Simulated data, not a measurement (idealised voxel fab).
Process module heading - voxel double patterning
Cross-section cut: width 180 nm, square cells of 5 nm.
The cross-sections in this document take the form of a grid made of square cells. They are written out as bands, in order from top to bottom. Each band consists of one or more rows of cells. Band: top and bottom heights (nm) first, top before bottom; then materials from left to right, widths in nm. "full width" marks a sole material filling the band edge to edge. "air" denotes empty space. Measure heights from 0. That's the level where, below it, the as-received wafer is all one material. The lowest band is bottomless and extends downward; write it as in "0 nm and below". A width such as "30 to 40" changes by the same amount from each row of cells to the next, from the band's top row to its bottom row. For the purposes of this document, the phrase "no modifications" attached to a step denotes that no cell within the cross-section was modified by that step. Closed empty spaces (no open way to the top) of 8 cells or more are what "Fully closed voids" lists, each as width x height at distance from the left edge, nm for all three. Note: text after step settings on the step line = simulator remark on that step. "overlay nm", when on a step's line for a step with a mask, measures how far to the right of its planned place the mask lay; a negative measure means to the left.
**The following list gives the planned process steps**
1) RECEIVE | material Si
2) CONFORMAL_DEP | material SiO2 | thk nm 10
3) DIRECTIONAL_DEP | material polySi | thk nm 10
4) DIRECTIONAL_DEP | material SiN | thk nm 10
5) MASKED_ETCH | tone open | mask id FIRST | width nm 15 | pitch nm 50 | etch materials SiN | depth nm 10 | overlay nm 0
6) DIRECTIONAL_DEP | material aC | thk nm 15
7) PATTERN | tone open | mask id SECOND | material resist | width nm 15 | thk nm 35 | overlay nm 0
8) DIRECTIONAL_ETCH | etch materials aC | depth nm 15
9) STRIP | etch materials resist
10) DIRECTIONAL_ETCH | etch materials SiN | depth nm 10
11) STRIP | etch materials aC
12) DIRECTIONAL_ETCH | etch materials polySi | depth nm 10
13) STRIP | etch materials SiN
**The first of the two wafers, which ran as planned**
**As received (post step 1): cross-section**
	0 nm and below | Si full width
	Fully closed voids: none
**Cross-section of the wafer after step 2**
	10 nm to 0 nm | SiO2 full width
	Everything below 0 is unchanged.
**Cross-section of the wafer after step 3**
	20 nm to 10 nm | polySi full width
	Everything below 10 is unchanged.
**Cross-section of the wafer after step 4**
	30 nm to 20 nm | SiN full width
	Everything below 20 is unchanged.
**Cross-section of the wafer after step 5**
	30 nm to 20 nm | SiN 55; air 15; SiN 35; air 15; SiN 60
	Everything below 20 is unchanged.
**Cross-section of the wafer after step 6**
	45 nm to 35 nm | aC 55; air 15; aC 35; air 15; aC 60
	35 nm to 30 nm | aC full width
	30 nm to 20 nm | SiN 55; aC 15; SiN 35; aC 15; SiN 60
	Everything below 20 is unchanged.
**Cross-section of the wafer after step 7**
	80 nm to 45 nm | resist 80; air 15; resist 85
	45 nm to 35 nm | aC 55; resist 15; aC 35; resist 15; aC 60
	Everything below 35 is unchanged.
**Cross-section of the wafer after step 8**
	65 nm to 45 nm | resist 80; air 15; resist 85
	45 nm to 35 nm | aC 55; resist 15; aC 10; air 15; aC 10; resist 15; aC 60
	35 nm to 30 nm | aC 80; air 15; aC 85
	Everything below 30 is unchanged.
**Cross-section of the wafer after step 9**
	45 nm to 35 nm | aC 55; air 15; aC 10; air 15; aC 10; air 15; aC 60
	Everything below 35 is unchanged.
**Cross-section of the wafer after step 10**
	45 nm to 35 nm | aC 55; air 15; aC 10; air 15; aC 10; air 15; aC 60
	35 nm to 30 nm | aC 80; air 15; aC 85
	30 nm to 20 nm | SiN 55; aC 15; SiN 10; air 15; SiN 10; aC 15; SiN 60
	Everything below 20 is unchanged.
**Cross-section of the wafer after step 11**
	30 nm to 20 nm | SiN 55; air 15; SiN 10; air 15; SiN 10; air 15; SiN 60
	Everything below 20 is unchanged.
**Cross-section of the wafer after step 12**
	30 nm to 20 nm | SiN 55; air 15; SiN 10; air 15; SiN 10; air 15; SiN 60
	20 nm to 10 nm | polySi 55; air 15; polySi 10; air 15; polySi 10; air 15; polySi 60
	Everything below 10 is unchanged.
**Cross-section of the wafer after step 13**
	20 nm to 10 nm | polySi 55; air 15; polySi 10; air 15; polySi 10; air 15; polySi 60
	Everything below 10 is unchanged.
**Second of two: same start, same plan, one run error; steps up to and including 10 match the first**
**The second wafer in cross-section, at the planned close of step 11**
	30 nm to 20 nm | SiN 55; air 15; SiN 10; air 15; SiN 10; air 15; SiN 60
	Everything below 20 is unchanged.
**The second wafer in cross-section, at the planned close of step 12**
	30 nm to 20 nm | SiN 55; air 15; SiN 10; air 15; SiN 10; air 15; SiN 60
	20 nm to 10 nm | polySi 55; air 15; polySi 10; air 15; polySi 10; air 15; polySi 60
	Everything below 10 is unchanged.
**The second wafer in cross-section, at the planned close of step 13**
	20 nm to 10 nm | polySi 55; air 15; polySi 10; air 15; polySi 10; air 15; polySi 60
	Everything below 10 is unchanged.
Short version of what went wrong: plan step 11 ran twice
It should be noted that the final cross-sections of the two wafers coincide, and the mistake therefore has no effect on the output of this model.
